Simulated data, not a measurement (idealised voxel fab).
Process module name: voxel wiring stack
We display cut, a cross-section 215 nm in width whose square cells are each 5 nm.
A cross-section is written here as square cells arranged in a grid, and it is given in bands from the top down, each band taking up one or more rows of cells. What a band's entry tells you: where the top is and where the bottom is, as heights in nm, and after that what lies inside, material by material from left to right, each with its width in nm. Empty space is written as the word "empty", and a single material marked with the word "everywhere" occupies the band from edge to edge. Measure heights from 0. That's the level where, below it, the as-received wafer is all one material. The lowest band is bottomless and extends downward; write it as in "z 0 and below". You'd read "30->40" like this: the band's top row of cells is as wide as the first number, its bottom row is as wide as the second, and going down, every row changes width by the same amount as the row before did. "left unchanged" after a step means that no cell of the cross-section changed. For the entry "Sealed void listing", the listed items are empty spaces with no open way to the top whose size is 8 cells or more; each item follows the pattern width x height at distance, where distance is from the left edge and all three are in nm. Note: text after step settings on the step line = simulator remark on that step. overlay nm: right-of-plan distance of the mask on a masked step; negative values mean left-of-plan.

# Here's what the planned process steps look like
1) RECEIVE with material Si
2) CONFORMAL_DEP with material SiO2, thk nm 15
3) DIRECTIONAL_DEP with material TiN, thk nm 5
4) DIRECTIONAL_DEP with material Ru, thk nm 20
5) MASKED_ETCH with tone cover, mask id METAL_1, width nm 25, pitch nm 55, etch materials Ru, depth nm 20, overlay nm 0
6) MASKED_ETCH with tone cover, mask id METAL_1, width nm 25, pitch nm 55, etch materials TiN, depth nm 5, overlay nm 0
7) CONFORMAL_DEP with material SiN, thk nm 5
8) FILL_DEP with material lowk, thk nm 5
9) CMP with height nm 40
10) CONFORMAL_DEP with material SiCN, thk nm 5
11) DIRECTIONAL_DEP with material SiO2, thk nm 30
12) PATTERN with tone open, mask id METAL_2, material resist, width nm 15, pitch nm 55, thk nm 15, overlay nm 0
13) DIRECTIONAL_ETCH with etch materials SiO2, depth nm 20
14) STRIP with etch materials resist
15) DIRECTIONAL_DEP with material aC, thk nm 15
16) PATTERN with tone open, mask id METAL_2_HOLES, material resist, width nm 15, pitch nm 55, thk nm 30, overlay nm 0
17) DIRECTIONAL_ETCH with etch materials aC, depth nm 15
18) STRIP with etch materials resist
19) DIRECTIONAL_ETCH with etch materials SiO2, depth nm 10
20) DIRECTIONAL_ETCH with etch materials SiCN, depth nm 5
21) STRIP with etch materials aC
22) CONFORMAL_DEP with material TiN, thk nm 5
23) FILL_DEP with material Cu, thk nm 10
24) CMP with height nm 75
25) CONFORMAL_DEP with material SiCN, thk nm 5
The wafers in this document start out alike and differ in the width nm applied at step 12; the plan shows the value used for the first wafer.

# first wafer as received, after step 1
- z 0 and below = Si everywhere
- Sealed void listing: none

# At the end of the module, after its last step, step 25, the first of several wafers appears in cross-section as follows
- z 80 to 75 = SiCN everywhere
- z 75 to 65 = 40 SiO2  5->10 TiN  10->5 Cu  5 TiN  35 SiO2  5->10 TiN  10->5 Cu  5 TiN  35 SiO2  5->10 TiN  10->5 Cu  5 TiN  45 SiO2
- z 65 to 60 = 45 SiO2  5 TiN  5 Cu  5 TiN  40 SiO2  5 TiN  5 Cu  5 TiN  40 SiO2  5 TiN  5 Cu  5 TiN  45 SiO2
- z 60 to 55 = 45 SiO2  15 TiN  40 SiO2  15 TiN  40 SiO2  15 TiN  45 SiO2
- z 55 to 45 = 45 SiO2  10 TiN  45 SiO2  10 TiN  45 SiO2  10 TiN  50 SiO2
- z 45 to 40 = 45 SiCN  10 TiN  45 SiCN  10 TiN  45 SiCN  10 TiN  50 SiCN
- z 40 to 20 = 35 lowk  5 SiN  25 Ru  5 SiN  20 lowk  5 SiN  25 Ru  5 SiN  20 lowk  5 SiN  25 Ru  5 SiN  35 lowk
- z 20 to 15 = 40 SiN  25 TiN  30 SiN  25 TiN  30 SiN  25 TiN  40 SiN
- z 15 to 0 = SiO2 everywhere
- z 0 and below = Si everywhere
- Sealed void listing: none

# Here's the last wafer cross-sectioned at the end of the module
- z 80 to 75 = SiCN everywhere
- z 75 to 60 = 35 SiO2  5 TiN  30 Cu  5 TiN  15 SiO2  5 TiN  30 Cu  5 TiN  15 SiO2  5 TiN  30 Cu  5 TiN  30 SiO2
- z 60 to 55 = 35 SiO2  10 TiN  5 Cu  25 TiN  15 SiO2  10 TiN  5 Cu  25 TiN  15 SiO2  10 TiN  5 Cu  25 TiN  30 SiO2
- z 55 to 45 = 40 SiO2  5 TiN  5 Cu  5 TiN  40 SiO2  5 TiN  5 Cu  5 TiN  40 SiO2  5 TiN  5 Cu  5 TiN  50 SiO2
- z 45 to 40 = 40 SiCN  15 TiN  40 SiCN  15 TiN  40 SiCN  15 TiN  50 SiCN
- z 40 to 20 = 35 lowk  5 SiN  25 Ru  5 SiN  20 lowk  5 SiN  25 Ru  5 SiN  20 lowk  5 SiN  25 Ru  5 SiN  35 lowk
- z 20 to 15 = 40 SiN  25 TiN  30 SiN  25 TiN  30 SiN  25 TiN  40 SiN
- z 15 to 0 = SiO2 everywhere
- z 0 and below = Si everywhere
- Sealed void listing: none

# Note: the following table is arranged by wafer, a row apiece. Each row reports the end-of-module state: per material, cells gained (+) or cells lost (-) compared with the wafer as received; closed voids follow
width nm 15 | +12 Cu | +60 Ru | +80 SiCN | +52 SiN | +333 SiO2 | +63 TiN | +88 lowk | Sealed void listing: none
width nm 20 | +21 Cu | +60 Ru | +80 SiCN | +52 SiN | +321 SiO2 | +66 TiN | +88 lowk | Sealed void listing: none
width nm 25 | +36 Cu | +60 Ru | +77 SiCN | +52 SiN | +309 SiO2 | +66 TiN | +88 lowk | Sealed void listing: none
width nm 30 | +45 Cu | +60 Ru | +77 SiCN | +52 SiN | +297 SiO2 | +69 TiN | +88 lowk | Sealed void listing: none
width nm 35 | +54 Cu | +60 Ru | +77 SiCN | +52 SiN | +285 SiO2 | +72 TiN | +88 lowk | Sealed void listing: none
width nm 40 | +63 Cu | +60 Ru | +77 SiCN | +52 SiN | +273 SiO2 | +75 TiN | +88 lowk | Sealed void listing: none
